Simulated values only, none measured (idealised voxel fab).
The process module presented herein is designated voxel transistor to metal.
Shown is cross-section cut, with a width of 205 nm and square cells of size 5 nm.
Bands, listed from the top down, are how a cross-section gets written in this document; the cross-section itself is a grid of square cells, and a band is one or more rows of them. Each band's line starts with the height of the band's top and of its bottom, in nm. Then come its materials from left to right, each with its width in nm. One material with "full width" fills the band from edge to edge. "air" is empty space. Height datum 0, below which the as-received substrate wafer is one material. Lowest band open at the bottom, running downward: "0 -> down". It should be noted that a width expressed as "30..40" varies in equal increments from row to row of cells within the band, taking the value of the first number at the top row and that of the second number at the bottom row. The designation "changes: none", where it is given for a processing step, indicates that no cell of the cross-section was altered in the course of that step. Look at "Closed cavities" for the closed voids: empty spaces with no open path to the top, sized 8 cells or up. Each is width x height at distance, distance from the left edge, all nm. Whatever follows a step's settings on its line is a remark the simulator itself makes about that step. The setting "overlay nm" may be written on the line of a step. When the step uses a mask, the value reports how far to the right of the planned place the mask lay, and a negative value reports that it lay to the left. If you're wondering how to read the rest of this, here's the deal. It's pairs of cross-sections: one from before a process step, one from after it. The after one is only drawn as far down as the lowest band that changed. Right under each pair you'll see which step sits between them and what its settings were. Don't read the pairs as one continuous story, though. They can come from different runs of this module on the same starting wafer, and a pair only carries on from the one above it where its entry headed "Before step" says so.
**Before step**
    85 -> 80: TiN=60  air=5  TiN=70  air=5  TiN=65
    80 -> 50: lowk=55  TiN=5  air=5  TiN=5  lowk=60  TiN=5  air=5  TiN=5  lowk=60
    50 -> 45: SiCN=55  TiN=15  SiCN=60  TiN=15  SiCN=60
    45 -> 25: lowk=50  SiN=5  Ru=15  SiN=5  lowk=50  SiN=5  Ru=15  SiN=5  lowk=55
    25 -> 20: SiN=55  TiN=15  SiN=60  TiN=15  SiN=60
    20 -> 10: SiO2=55  TiN=5  Ru=5  TiN=5  SiO2=60  TiN=5  Ru=5  TiN=5  SiO2=60
    10 -> 5: SiO2=55  TiN=15  SiO2=10  SiN=10  HfO2=5  TiN=5  W=5  TiN=5  HfO2=5  SiN=10  SiO2=5  TiN=15  SiO2=60
    5 -> 0: SiO2=55  TiN=10  nSi=15  SiN=10  HfO2=5  TiN=5  W=5  TiN=5  HfO2=5  SiN=10  nSi=15  TiN=5  SiO2=60
    0 -> -5: SiO2=55  TiN=10  nSi=15  SiN=10  HfO2=5  TiN=15  HfO2=5  SiN=10  nSi=15  TiN=5  SiO2=60
    -5 -> -10: SiO2=50  nSi=30  SiO2=5  HfO2=35  SiO2=5  nSi=25  SiO2=55
    -10 -> -20: SiO2=55  nSi=25  Si=45  nSi=20  SiO2=60
    -20 -> -45: SiO2=55  Si=90  SiO2=60
    -45 -> down: Si full width
    Closed cavities: none
**Step Result**
    90 -> 85: Ru full width
    85 -> 80: TiN=60  Ru=5  TiN=70  Ru=5  TiN=65
    80 -> 50: lowk=55  TiN=5  Ru=5  TiN=5  lowk=60  TiN=5  Ru=5  TiN=5  lowk=60
    Everything under 50 stays put, no change at all.
    Closed cavities: none
Quick note on the step between the two cross-sections above: FILL_DEP: material Ru, thk nm 5
Before step: Please consult the pair immediately above; the cross-section it shows after its step is the state before this step.
**Step Result**
    80 -> 50: lowk=55  TiN=5  Ru=5  TiN=5  lowk=60  TiN=5  Ru=5  TiN=5  lowk=60
    Everything under 50 stays put, no change at all.
    Closed cavities: none
Quick note on the step between the two cross-sections above: CMP: height nm 80
Before step: Please consult the pair immediately above; the cross-section it shows after its step is the state before this step.
**Step Result**
    85 -> 80: SiN full width
    Everything under 80 stays put, no change at all.
    Closed cavities: none
Quick note on the step between the two cross-sections above: CONFORMAL_DEP: material SiN, thk nm 5
**Before step**
    30 -> 15: SiCN full width
    15 -> -5: polySi full width
    -5 -> -10: SiO2 full width
    -10 -> -45: SiO2=55  Si=90  SiO2=60
    -45 -> down: Si full width
    Closed cavities: none
**Step Result**
    45 -> 30: air=90  resist=30  air=85
    Everything under 30 stays put, no change at all.
    Closed cavities: none
Quick note on the step between the two cross-sections above: PATTERN: tone cover, mask id GATE, material resist, width nm 30, thk nm 15, overlay nm 5
Before step: Please consult the pair immediately above; the cross-section it shows after its step is the state before this step.
**Step Result**
    45 -> 30: air=90  resist=30  air=85
    30 -> 15: air=90  SiCN=30  air=85
    Everything under 15 stays put, no change at all.
    Closed cavities: none
Quick note on the step between the two cross-sections above: DIRECTIONAL_ETCH: etch materials SiCN, depth nm 25
Before step: Please consult the pair immediately above; the cross-section it shows after its step is the state before this step.
**Step Result**
    45 -> 30: air=90  resist=30  air=85
    30 -> 15: air=90  SiCN=30  air=85
    15 -> -5: air=90  polySi=30  air=85
    Everything under -5 stays put, no change at all.
    Closed cavities: none
Quick note on the step between the two cross-sections above: DIRECTIONAL_ETCH: etch materials polySi, depth nm 30
Before step: Please consult the pair immediately above; the cross-section it shows after its step is the state before this step.
**Step Result**
    30 -> 15: air=90  SiCN=30  air=85
    Everything under 15 stays put, no change at all.
    Closed cavities: none
Quick note on the step between the two cross-sections above: STRIP: etch materials resist
Before step: Please consult the pair immediately above; the cross-section it shows after its step is the state before this step.
**Step Result**
    40 -> 30: air=80  SiN=50  air=75
    30 -> 15: air=80  SiN=10  SiCN=30  SiN=10  air=75
    15 -> 5: air=80  SiN=10  polySi=30  SiN=10  air=75
    5 -> -5: SiN=90  polySi=30  SiN=85
    Everything under -5 stays put, no change at all.
    Closed cavities: none
Quick note on the step between the two cross-sections above: CONFORMAL_DEP: material SiN, thk nm 10
Before step: Please consult the pair immediately above; the cross-section it shows after its step is the state before this step.
**Step Result**
    30 -> 15: air=80  SiN=10  SiCN=30  SiN=10  air=75
    15 -> -5: air=80  SiN=10  polySi=30  SiN=10  air=75
    Everything under -5 stays put, no change at all.
    Closed cavities: none
Quick note on the step between the two cross-sections above: DIRECTIONAL_ETCH: etch materials SiN, depth nm 10
Before step: Please consult the pair immediately above; the cross-section it shows after its step is the state before this step.
**Step Result**
    30 -> 15: air=80  SiN=10  SiCN=30  SiN=10  air=75
    15 -> -5: air=80  SiN=10  polySi=30  SiN=10  air=75
    -5 -> -10: air=80  SiO2=50  air=75
    Everything under -10 stays put, no change at all.
    Closed cavities: none
Quick note on the step between the two cross-sections above: DIRECTIONAL_ETCH: etch materials SiO2, depth nm 5
Before step: Please consult the pair immediately above; the cross-section it shows after its step is the state before this step.
**Step Result**
    30 -> 15: air=80  SiN=10  SiCN=30  SiN=10  air=75
    15 -> -5: air=80  SiN=10  polySi=30  SiN=10  air=75
    -5 -> -10: air=80  SiO2=50  air=75
    -10 -> -20: SiO2=55  air=25  Si=50  air=15  SiO2=60
    Everything under -20 stays put, no change at all.
    Closed cavities: none
Quick note on the step between the two cross-sections above: DIRECTIONAL_ETCH: etch materials Si, depth nm 10
Before step: Please consult the pair immediately above; the cross-section it shows after its step is the state before this step.
**Step Result**
    30 -> 15: air=80  SiN=10  SiCN=30  SiN=10  air=75
    15 -> 5: air=80  SiN=10  polySi=30  SiN=10  air=75
    5 -> -5: air=65  nSi=15  SiN=10  polySi=30  SiN=10  nSi=15  air=60
    -5 -> -10: air=50  nSi=30  SiO2=50  nSi=20  air=55
    -10 -> -20: SiO2=55  nSi=25  Si=50  nSi=15  SiO2=60
    Everything under -20 stays put, no change at all.
    Closed cavities: none
Quick note on the step between the two cross-sections above: EPI: material nSi, thk nm 15
Before step: Please consult the pair immediately above; the cross-section it shows after its step is the state before this step.
**Step Result**
    35 -> 30: SiO2 full width
    30 -> 15: SiO2=80  SiN=10  SiCN=30  SiN=10  SiO2=75
    15 -> 5: SiO2=80  SiN=10  polySi=30  SiN=10  SiO2=75
    5 -> -5: SiO2=65  nSi=15  SiN=10  polySi=30  SiN=10  nSi=15  SiO2=60
    -5 -> -10: SiO2=50  nSi=30  SiO2=50  nSi=20  SiO2=55
    Everything under -10 stays put, no change at all.
    Closed cavities: none
Quick note on the step between the two cross-sections above: FILL_DEP: material SiO2, thk nm 5
Before step: Please consult the pair immediately above; the cross-section it shows after its step is the state before this step.
**Step Result**
    15 -> 5: SiO2=80  SiN=10  polySi=30  SiN=10  SiO2=75
    Everything under 5 stays put, no change at all.
    Closed cavities: none
Quick note on the step between the two cross-sections above: CMP: height nm 15
Before step: Please consult the pair immediately above; the cross-section it shows after its step is the state before this step.
**Step Result**
    15 -> 5: SiO2=80  SiN=10  air=30  SiN=10  SiO2=75
    5 -> -5: SiO2=65  nSi=15  SiN=10  air=30  SiN=10  nSi=15  SiO2=60
    Everything under -5 stays put, no change at all.
    Closed cavities: none
Quick note on the step between the two cross-sections above: STRIP: etch materials polySi
Before step: Please consult the pair immediately above; the cross-section it shows after its step is the state before this step.
**Step Result**
    15 -> 10: air=80  SiN=10  air=30  SiN=10  air=75
    10 -> 5: SiO2=80  SiN=10  air=30  SiN=10  SiO2=75
    5 -> -5: SiO2=65  nSi=15  SiN=10  air=30  SiN=10  nSi=15  SiO2=60
    -5 -> -10: SiO2=50  nSi=30  SiO2=5  air=40  SiO2=5  nSi=20  SiO2=55
    Everything under -10 stays put, no change at all.
    Closed cavities: none
Quick note on the step between the two cross-sections above: SELECTIVE_ETCH: etch materials SiO2, depth nm 5
Before step: Please consult the pair immediately above; the cross-section it shows after its step is the state before this step.
**Step Result**
    20 -> 15: air=75  HfO2=20  air=20  HfO2=20  air=70
    15 -> 10: HfO2=80  SiN=10  HfO2=5  air=20  HfO2=5  SiN=10  HfO2=75
    10 -> 5: SiO2=80  SiN=10  HfO2=5  air=20  HfO2=5  SiN=10  SiO2=75
    5 -> -5: SiO2=65  nSi=15  SiN=10  HfO2=5  air=20  HfO2=5  SiN=10  nSi=15  SiO2=60
    -5 -> -10: SiO2=50  nSi=30  SiO2=5  HfO2=40  SiO2=5  nSi=20  SiO2=55
    Everything under -10 stays put, no change at all.
    Closed cavities: none
Quick note on the step between the two cross-sections above: CONFORMAL_DEP: material HfO2, thk nm 5
Before step: Please consult the pair immediately above; the cross-section it shows after its step is the state before this step.
**Step Result**
    25 -> 20: air=70  TiN=30  air=10  TiN=30  air=65
    20 -> 15: TiN=75  HfO2=20  TiN=5  air=10  TiN=5  HfO2=20  TiN=70
    15 -> 10: HfO2=80  SiN=10  HfO2=5  TiN=5  air=10  TiN=5  HfO2=5  SiN=10  HfO2=75
    10 -> 5: SiO2=80  SiN=10  HfO2=5  TiN=5  air=10  TiN=5  HfO2=5  SiN=10  SiO2=75
    5 -> 0: SiO2=65  nSi=15  SiN=10  HfO2=5  TiN=5  air=10  TiN=5  HfO2=5  SiN=10  nSi=15  SiO2=60
    0 -> -5: SiO2=65  nSi=15  SiN=10  HfO2=5  TiN=20  HfO2=5  SiN=10  nSi=15  SiO2=60
    Everything under -5 stays put, no change at all.
    Closed cavities: none
Quick note on the step between the two cross-sections above: CONFORMAL_DEP: material TiN, thk nm 5
Before step: Please consult the pair immediately above; the cross-section it shows after its step is the state before this step.
**Step Result**
    30 -> 25: W full width
    25 -> 20: W=70  TiN=30  W=10  TiN=30  W=65
    20 -> 15: TiN=75  HfO2=20  TiN=5  W=10  TiN=5  HfO2=20  TiN=70
    15 -> 10: HfO2=80  SiN=10  HfO2=5  TiN=5  W=10  TiN=5  HfO2=5  SiN=10  HfO2=75
    10 -> 5: SiO2=80  SiN=10  HfO2=5  TiN=5  W=10  TiN=5  HfO2=5  SiN=10  SiO2=75
    5 -> 0: SiO2=65  nSi=15  SiN=10  HfO2=5  TiN=5  W=10  TiN=5  HfO2=5  SiN=10  nSi=15  SiO2=60
    Everything under 0 stays put, no change at all.
    Closed cavities: none
Quick note on the step between the two cross-sections above: FILL_DEP: material W, thk nm 5
Before step: Please consult the pair immediately above; the cross-section it shows after its step is the state before this step.
**Step Result**
    10 -> 5: SiO2=80  SiN=10  HfO2=5  TiN=5  W=10  TiN=5  HfO2=5  SiN=10  SiO2=75
    Everything under 5 stays put, no change at all.
    Closed cavities: none
Quick note on the step between the two cross-sections above: CMP: height nm 10
Before step: Please consult the pair immediately above; the cross-section it shows after its step is the state before this step.
**Step Result**
    20 -> 10: SiO2 full width
    Everything under 10 stays put, no change at all.
    Closed cavities: none
Quick note on the step between the two cross-sections above: DIRECTIONAL_DEP: material SiO2, thk nm 10
Before step: Please consult the pair immediately above; the cross-section it shows after its step is the state before this step.
**Step Result**
    40 -> 20: resist=55  air=15  resist=60  air=15  resist=60
    Everything under 20 stays put, no change at all.
    Closed cavities: none
Quick note on the step between the two cross-sections above: PATTERN: tone open, mask id CONTACT, material resist, width nm 15, pitch nm 75, thk nm 20, overlay nm 0
Before step: Please consult the pair immediately above; the cross-section it shows after its step is the state before this step.
**Step Result**
    40 -> 20: resist=55  air=15  resist=60  air=15  resist=60
    20 -> 10: SiO2=55  air=15  SiO2=60  air=15  SiO2=60
    10 -> 5: SiO2=55  air=15  SiO2=10  SiN=10  HfO2=5  TiN=5  W=10  TiN=5  HfO2=5  SiN=10  air=15  SiO2=60
    5 -> 0: SiO2=55  air=10  nSi=15  SiN=10  HfO2=5  TiN=5  W=10  TiN=5  HfO2=5  SiN=10  nSi=15  SiO2=60
    0 -> -5: SiO2=55  air=10  nSi=15  SiN=10  HfO2=5  TiN=20  HfO2=5  SiN=10  nSi=15  SiO2=60
    Everything under -5 stays put, no change at all.
    Closed cavities: none
Quick note on the step between the two cross-sections above: DIRECTIONAL_ETCH: etch materials SiO2, depth nm 25
Before step: Please consult the pair immediately above; the cross-section it shows after its step is the state before this step.
**Step Result**
    20 -> 10: SiO2=55  air=15  SiO2=60  air=15  SiO2=60
    Everything under 10 stays put, no change at all.
    Closed cavities: none
Quick note on the step between the two cross-sections above: STRIP: etch materials resist
Before step: Please consult the pair immediately above; the cross-section it shows after its step is the state before this step.
**Step Result**
    25 -> 20: TiN=60  air=5  TiN=70  air=5  TiN=65
    20 -> 10: SiO2=55  TiN=5  air=5  TiN=5  SiO2=60  TiN=5  air=5  TiN=5  SiO2=60
    10 -> 5: SiO2=55  TiN=15  SiO2=10  SiN=10  HfO2=5  TiN=5  W=10  TiN=5  HfO2=5  SiN=10  TiN=15  SiO2=60
    5 -> 0: SiO2=55  TiN=10  nSi=15  SiN=10  HfO2=5  TiN=5  W=10  TiN=5  HfO2=5  SiN=10  nSi=15  SiO2=60
    0 -> -5: SiO2=55  TiN=10  nSi=15  SiN=10  HfO2=5  TiN=20  HfO2=5  SiN=10  nSi=15  SiO2=60
    Everything under -5 stays put, no change at all.
    Closed cavities: none
Quick note on the step between the two cross-sections above: CONFORMAL_DEP: material TiN, thk nm 5
Before step: Please consult the pair immediately above; the cross-section it shows after its step is the state before this step.
**Step Result**
    35 -> 25: Ru full width
    25 -> 20: TiN=60  Ru=5  TiN=70  Ru=5  TiN=65
    20 -> 10: SiO2=55  TiN=5  Ru=5  TiN=5  SiO2=60  TiN=5  Ru=5  TiN=5  SiO2=60
    Everything under 10 stays put, no change at all.
    Closed cavities: none
Quick note on the step between the two cross-sections above: FILL_DEP: material Ru, thk nm 10
Before step: Please consult the pair immediately above; the cross-section it shows after its step is the state before this step.
**Step Result**
    20 -> 10: SiO2=55  TiN=5  Ru=5  TiN=5  SiO2=60  TiN=5  Ru=5  TiN=5  SiO2=60
    Everything under 10 stays put, no change at all.
    Closed cavities: none
Quick note on the step between the two cross-sections above: CMP: height nm 20
Before step: Please consult the pair immediately above; the cross-section it shows after its step is the state before this step.
**Step Result**
    25 -> 20: TiN full width
    Everything under 20 stays put, no change at all.
    Closed cavities: none
Quick note on the step between the two cross-sections above: DIRECTIONAL_DEP: material TiN, thk nm 5
Before step: Please consult the pair immediately above; the cross-section it shows after its step is the state before this step.
**Step Result**
    45 -> 25: Ru full width
    Everything under 25 stays put, no change at all.
    Closed cavities: none
Quick note on the step between the two cross-sections above: DIRECTIONAL_DEP: material Ru, thk nm 20
Before step: Please consult the pair immediately above; the cross-section it shows after its step is the state before this step.
**Step Result**
    55 -> 45: aC full width
    Everything under 45 stays put, no change at all.
    Closed cavities: none
Quick note on the step between the two cross-sections above: DIRECTIONAL_DEP: material aC, thk nm 10
Before step: Please consult the pair immediately above; the cross-section it shows after its step is the state before this step.
**Step Result**
    80 -> 55: air=55  resist=15  air=60  resist=15  air=60
    Everything under 55 stays put, no change at all.
    Closed cavities: none
Quick note on the step between the two cross-sections above: PATTERN: tone cover, mask id METAL_1, material resist, width nm 15, pitch nm 75, thk nm 25, overlay nm 0
Before step: Please consult the pair immediately above; the cross-section it shows after its step is the state before this step.
**Step Result**
    70 -> 55: air=55  resist=15  air=60  resist=15  air=60
    55 -> 45: air=55  aC=15  air=60  aC=15  air=60
    Everything under 45 stays put, no change at all.
    Closed cavities: none
Quick note on the step between the two cross-sections above: DIRECTIONAL_ETCH: etch materials aC, depth nm 10
Before step: Please consult the pair immediately above; the cross-section it shows after its step is the state before this step.
**Step Result**
    55 -> 45: air=55  aC=15  air=60  aC=15  air=60
    Everything under 45 stays put, no change at all.
    Closed cavities: none
Quick note on the step between the two cross-sections above: STRIP: etch materials resist
Before step: Please consult the pair immediately above; the cross-section it shows after its step is the state before this step.
**Step Result**
    55 -> 45: air=55  aC=15  air=60  aC=15  air=60
    45 -> 25: air=55  Ru=15  air=60  Ru=15  air=60
    Everything under 25 stays put, no change at all.
    Closed cavities: none
Quick note on the step between the two cross-sections above: DIRECTIONAL_ETCH: etch materials Ru, depth nm 20
Before step: Please consult the pair immediately above; the cross-section it shows after its step is the state before this step.
**Step Result**
    55 -> 45: air=55  aC=15  air=60  aC=15  air=60
    45 -> 25: air=55  Ru=15  air=60  Ru=15  air=60
    25 -> 20: air=55  TiN=15  air=60  TiN=15  air=60
    Everything under 20 stays put, no change at all.
    Closed cavities: none
Quick note on the step between the two cross-sections above: DIRECTIONAL_ETCH: etch materials TiN, depth nm 5
Before step: Please consult the pair immediately above; the cross-section it shows after its step is the state before this step.
**Step Result**
    45 -> 25: air=55  Ru=15  air=60  Ru=15  air=60
    Everything under 25 stays put, no change at all.
    Closed cavities: none
Quick note on the step between the two cross-sections above: STRIP: etch materials aC
Before step: Please consult the pair immediately above; the cross-section it shows after its step is the state before this step.
**Step Result**
    50 -> 45: air=50  SiN=25  air=50  SiN=25  air=55
    45 -> 25: air=50  SiN=5  Ru=15  SiN=5  air=50  SiN=5  Ru=15  SiN=5  air=55
    25 -> 20: SiN=55  TiN=15  SiN=60  TiN=15  SiN=60
    Everything under 20 stays put, no change at all.
    Closed cavities: none
Quick note on the step between the two cross-sections above: CONFORMAL_DEP: material SiN, thk nm 5
Before step: Please consult the pair immediately above; the cross-section it shows after its step is the state before this step.
**Step Result**
    60 -> 50: lowk full width
    50 -> 45: lowk=50  SiN=25  lowk=50  SiN=25  lowk=55
    45 -> 25: lowk=50  SiN=5  Ru=15  SiN=5  lowk=50  SiN=5  Ru=15  SiN=5  lowk=55
    Everything under 25 stays put, no change at all.
    Closed cavities: none
Quick note on the step between the two cross-sections above: FILL_DEP: material lowk, thk nm 10
Before step: Please consult the pair immediately above; the cross-section it shows after its step is the state before this step.
**Step Result**
    45 -> 25: lowk=50  SiN=5  Ru=15  SiN=5  lowk=50  SiN=5  Ru=15  SiN=5  lowk=55
    Everything under 25 stays put, no change at all.
    Closed cavities: none
Quick note on the step between the two cross-sections above: CMP: height nm 45
Before step: Please consult the pair immediately above; the cross-section it shows after its step is the state before this step.
**Step Result**
    50 -> 45: SiCN full width
    Everything under 45 stays put, no change at all.
    Closed cavities: none
Quick note on the step between the two cross-sections above: CONFORMAL_DEP: material SiCN, thk nm 5
Before step: Please consult the pair immediately above; the cross-section it shows after its step is the state before this step.
**Step Result**
    80 -> 50: lowk full width
    Everything under 50 stays put, no change at all.
    Closed cavities: none
Quick note on the step between the two cross-sections above: DIRECTIONAL_DEP: material lowk, thk nm 30
Before step: Please consult the pair immediately above; the cross-section it shows after its step is the state before this step.
**Step Result**
    100 -> 80: resist=55  air=15  resist=60  air=15  resist=60
    Everything under 80 stays put, no change at all.
    Closed cavities: none
Quick note on the step between the two cross-sections above: PATTERN: tone open, mask id METAL_2, material resist, width nm 15, pitch nm 75, thk nm 20, overlay nm 0
Before step: Please consult the pair immediately above; the cross-section it shows after its step is the state before this step.
**Step Result**
    100 -> 80: resist=55  air=15  resist=60  air=15  resist=60
    80 -> 65: lowk=55  air=15  lowk=60  air=15  lowk=60
    Everything under 65 stays put, no change at all.
    Closed cavities: none
Quick note on the step between the two cross-sections above: DIRECTIONAL_ETCH: etch materials lowk, depth nm 15
Before step: Please consult the pair immediately above; the cross-section it shows after its step is the state before this step.
**Step Result**
    80 -> 65: lowk=55  air=15  lowk=60  air=15  lowk=60
    Everything under 65 stays put, no change at all.
    Closed cavities: none
Quick note on the step between the two cross-sections above: STRIP: etch materials resist
Before step: Please consult the pair immediately above; the cross-section it shows after its step is the state before this step.
**Step Result**
    100 -> 80: resist=55  air=15  resist=60  air=15  resist=60
    Everything under 80 stays put, no change at all.
    Closed cavities: none
Quick note on the step between the two cross-sections above: PATTERN: tone open, mask id METAL_2_HOLES, material resist, width nm 15, pitch nm 75, thk nm 20, overlay nm 0
Before step: Please consult the pair immediately above; the cross-section it shows after its step is the state before this step.
**Step Result**
    100 -> 80: resist=55  air=15  resist=60  air=15  resist=60
    80 -> 50: lowk=55  air=15  lowk=60  air=15  lowk=60
    Everything under 50 stays put, no change at all.
    Closed cavities: none
Quick note on the step between the two cross-sections above: DIRECTIONAL_ETCH: etch materials lowk, depth nm 15
Before step: Please consult the pair immediately above; the cross-section it shows after its step is the state before this step.
**Step Result**
    100 -> 80: resist=55  air=15  resist=60  air=15  resist=60
    80 -> 50: lowk=55  air=15  lowk=60  air=15  lowk=60
    50 -> 45: SiCN=55  air=15  SiCN=60  air=15  SiCN=60
    Everything under 45 stays put, no change at all.
    Closed cavities: none
Quick note on the step between the two cross-sections above: DIRECTIONAL_ETCH: etch materials SiCN, depth nm 5
Before step: Please consult the pair immediately above; the cross-section it shows after its step is the state before this step.
**Step Result**
    80 -> 50: lowk=55  air=15  lowk=60  air=15  lowk=60
    Everything under 50 stays put, no change at all.
    Closed cavities: none
Quick note on the step between the two cross-sections above: STRIP: etch materials resist
Before step: Please consult the pair immediately above; the cross-section it shows after its step is the state before this step.
**Step Result**
    85 -> 80: TiN=60  air=5  TiN=70  air=5  TiN=65
    80 -> 50: lowk=55  TiN=5  air=5  TiN=5  lowk=60  TiN=5  air=5  TiN=5  lowk=60
    50 -> 45: SiCN=55  TiN=15  SiCN=60  TiN=15  SiCN=60
    Everything under 45 stays put, no change at all.
    Closed cavities: none
Quick note on the step between the two cross-sections above: CONFORMAL_DEP: material TiN, thk nm 5
Before step: Please consult the pair immediately above; the cross-section it shows after its step is the state before this step.
**Step Result**
    90 -> 85: Ru full width
    85 -> 80: TiN=60  Ru=5  TiN=70  Ru=5  TiN=65
    80 -> 50: lowk=55  TiN=5  Ru=5  TiN=5  lowk=60  TiN=5  Ru=5  TiN=5  lowk=60
    Everything under 50 stays put, no change at all.
    Closed cavities: none
Quick note on the step between the two cross-sections above: FILL_DEP: material Ru, thk nm 5
Before step: Please consult the pair immediately above; the cross-section it shows after its step is the state before this step.
**Step Result**
    80 -> 50: lowk=55  TiN=5  Ru=5  TiN=5  lowk=60  TiN=5  Ru=5  TiN=5  lowk=60
    Everything under 50 stays put, no change at all.
    Closed cavities: none
Quick note on the step between the two cross-sections above: CMP: height nm 80
Before step: Please consult the pair immediately above; the cross-section it shows after its step is the state before this step.
**Step Result**
    85 -> 80: SiN full width
    Everything under 80 stays put, no change at all.
    Closed cavities: none
Quick note on the step between the two cross-sections above: CONFORMAL_DEP: material SiN, thk nm 5
**Before step**
    0 -> -5: SiO2 full width
    -5 -> down: Si full width
    Closed cavities: none
**Step Result**
    10 -> 0: SiCN full width
    Everything under 0 stays put, no change at all.
    Closed cavities: none
Quick note on the step between the two cross-sections above: CONFORMAL_DEP: material SiCN, thk nm 10
Before step: Please consult the pair immediately above; the cross-section it shows after its step is the state before this step.
**Step Result**
    20 -> 10: aC full width
    Everything under 10 stays put, no change at all.
    Closed cavities: none
Quick note on the step between the two cross-sections above: DIRECTIONAL_DEP: material aC, thk nm 10
Before step: Please consult the pair immediately above; the cross-section it shows after its step is the state before this step.
**Step Result**
    45 -> 20: air=50  resist=100  air=55
    Everything under 20 stays put, no change at all.
    Closed cavities: none
Quick note on the step between the two cross-sections above: PATTERN: tone cover, mask id ACTIVE, material resist, width nm 100, thk nm 25, overlay nm 0
Before step: Please consult the pair immediately above; the cross-section it shows after its step is the state before this step.
**Step Result**
    35 -> 20: air=50  resist=100  air=55
    20 -> 10: air=50  aC=100  air=55
    Everything under 10 stays put, no change at all.
    Closed cavities: none
Quick note on the step between the two cross-sections above: DIRECTIONAL_ETCH: etch materials aC, depth nm 10
Before step: Please consult the pair immediately above; the cross-section it shows after its step is the state before this step.
**Step Result**
    20 -> 10: air=50  aC=100  air=55
    Everything under 10 stays put, no change at all.
    Closed cavities: none
Quick note on the step between the two cross-sections above: STRIP: etch materials resist
Before step: Please consult the pair immediately above; the cross-section it shows after its step is the state before this step.
**Step Result**
    10 -> 0: SiCN full width
    Everything under 0 stays put, no change at all.
    Closed cavities: none
Quick note on the step between the two cross-sections above: STRIP: etch materials aC
Before step: Please consult the pair immediately above; the cross-section it shows after its step is the state before this step.
**Step Result**
    15 -> 10: SiO2 full width
    Everything under 10 stays put, no change at all.
    Closed cavities: none
Quick note on the step between the two cross-sections above: FILL_DEP: material SiO2, thk nm 5
Before step: Please consult the pair immediately above; the cross-section it shows after its step is the state before this step.
**Step Result**
    10 -> 0: SiCN full width
    Everything under 0 stays put, no change at all.
    Closed cavities: none
Quick note on the step between the two cross-sections above: CMP: height nm 10
Before step: Please consult the pair immediately above; the cross-section it shows after its step is the state before this step.
**Step Result**
    30 -> 10: polySi full width
    Everything under 10 stays put, no change at all.
    Closed cavities: none
Quick note on the step between the two cross-sections above: DIRECTIONAL_DEP: material polySi, thk nm 20
Before step: Please consult the pair immediately above; the cross-section it shows after its step is the state before this step.
**Step Result**
    45 -> 30: SiCN full width
    Everything under 30 stays put, no change at all.
    Closed cavities: none
Quick note on the step between the two cross-sections above: DIRECTIONAL_DEP: material SiCN, thk nm 15
Before step: Please consult the pair immediately above; the cross-section it shows after its step is the state before this step.
**Step Result**
    60 -> 45: air=85  resist=30  air=90
    Everything under 45 stays put, no change at all.
    Closed cavities: none
Quick note on the step between the two cross-sections above: PATTERN: tone cover, mask id GATE, material resist, width nm 30, thk nm 15, overlay nm 0
Before step: Please consult the pair immediately above; the cross-section it shows after its step is the state before this step.
**Step Result**
    60 -> 45: air=85  resist=30  air=90
    45 -> 30: air=85  SiCN=30  air=90
    Everything under 30 stays put, no change at all.
    Closed cavities: none
Quick note on the step between the two cross-sections above: DIRECTIONAL_ETCH: etch materials SiCN, depth nm 25
Before step: Please consult the pair immediately above; the cross-section it shows after its step is the state before this step.
**Step Result**
    60 -> 45: air=85  resist=30  air=90
    45 -> 30: air=85  SiCN=30  air=90
    30 -> 10: air=85  polySi=30  air=90
    Everything under 10 stays put, no change at all.
    Closed cavities: none
Quick note on the step between the two cross-sections above: DIRECTIONAL_ETCH: etch materials polySi, depth nm 30
Before step: Please consult the pair immediately above; the cross-section it shows after its step is the state before this step.
**Step Result**
    45 -> 30: air=85  SiCN=30  air=90
    Everything under 30 stays put, no change at all.
    Closed cavities: none
Quick note on the step between the two cross-sections above: STRIP: etch materials resist
Before step: Please consult the pair immediately above; the cross-section it shows after its step is the state before this step.
**Step Result**
    55 -> 45: air=75  SiN=50  air=80
    45 -> 30: air=75  SiN=10  SiCN=30  SiN=10  air=80
    30 -> 20: air=75  SiN=10  polySi=30  SiN=10  air=80
    20 -> 10: SiN=85  polySi=30  SiN=90
    Everything under 10 stays put, no change at all.
    Closed cavities: none
Quick note on the step between the two cross-sections above: CONFORMAL_DEP: material SiN, thk nm 10
Before step: Please consult the pair immediately above; the cross-section it shows after its step is the state before this step.
**Step Result**
    45 -> 30: air=75  SiN=10  SiCN=30  SiN=10  air=80
    30 -> 10: air=75  SiN=10  polySi=30  SiN=10  air=80
    Everything under 10 stays put, no change at all.
    Closed cavities: none
Quick note on the step between the two cross-sections above: DIRECTIONAL_ETCH: etch materials SiN, depth nm 10
Before step: Please consult the pair immediately above; the cross-section it shows after its step is the state before this step.
**Step Result**
    50 -> 45: SiO2 full width
    45 -> 30: SiO2=75  SiN=10  SiCN=30  SiN=10  SiO2=80
    30 -> 10: SiO2=75  SiN=10  polySi=30  SiN=10  SiO2=80
    Everything under 10 stays put, no change at all.
    Closed cavities: none
Quick note on the step between the two cross-sections above: FILL_DEP: material SiO2, thk nm 5
Before step: Please consult the pair immediately above; the cross-section it shows after its step is the state before this step.
**Step Result**
    15 -> 10: SiO2=75  SiN=10  polySi=30  SiN=10  SiO2=80
    Everything under 10 stays put, no change at all.
    Closed cavities: none
Quick note on the step between the two cross-sections above: CMP: height nm 15
Before step: Please consult the pair immediately above; the cross-section it shows after its step is the state before this step.
**Step Result**
    15 -> 10: SiO2=75  SiN=10  air=30  SiN=10  SiO2=80
    Everything under 10 stays put, no change at all.
    Closed cavities: none
Quick note on the step between the two cross-sections above: STRIP: etch materials polySi
Before step: Please consult the pair immediately above; the cross-section it shows after its step is the state before this step.
**Step Result**
    15 -> 10: air=75  SiN=10  air=30  SiN=10  air=80
    Everything under 10 stays put, no change at all.
    Closed cavities: none
Quick note on the step between the two cross-sections above: SELECTIVE_ETCH: etch materials SiO2, depth nm 5
Before step: Please consult the pair immediately above; the cross-section it shows after its step is the state before this step.
**Step Result**
    20 -> 15: air=70  HfO2=20  air=20  HfO2=20  air=75
    15 -> 10: HfO2=75  SiN=10  HfO2=30  SiN=10  HfO2=80
    Everything under 10 stays put, no change at all.
    Closed cavities: none
Quick note on the step between the two cross-sections above: CONFORMAL_DEP: material HfO2, thk nm 5
Before step: Please consult the pair immediately above; the cross-section it shows after its step is the state before this step.
**Step Result**
    25 -> 20: air=65  TiN=30  air=10  TiN=30  air=70
    20 -> 15: TiN=70  HfO2=20  TiN=20  HfO2=20  TiN=75
    Everything under 15 stays put, no change at all.
    Closed cavities: none
Quick note on the step between the two cross-sections above: CONFORMAL_DEP: material TiN, thk nm 5
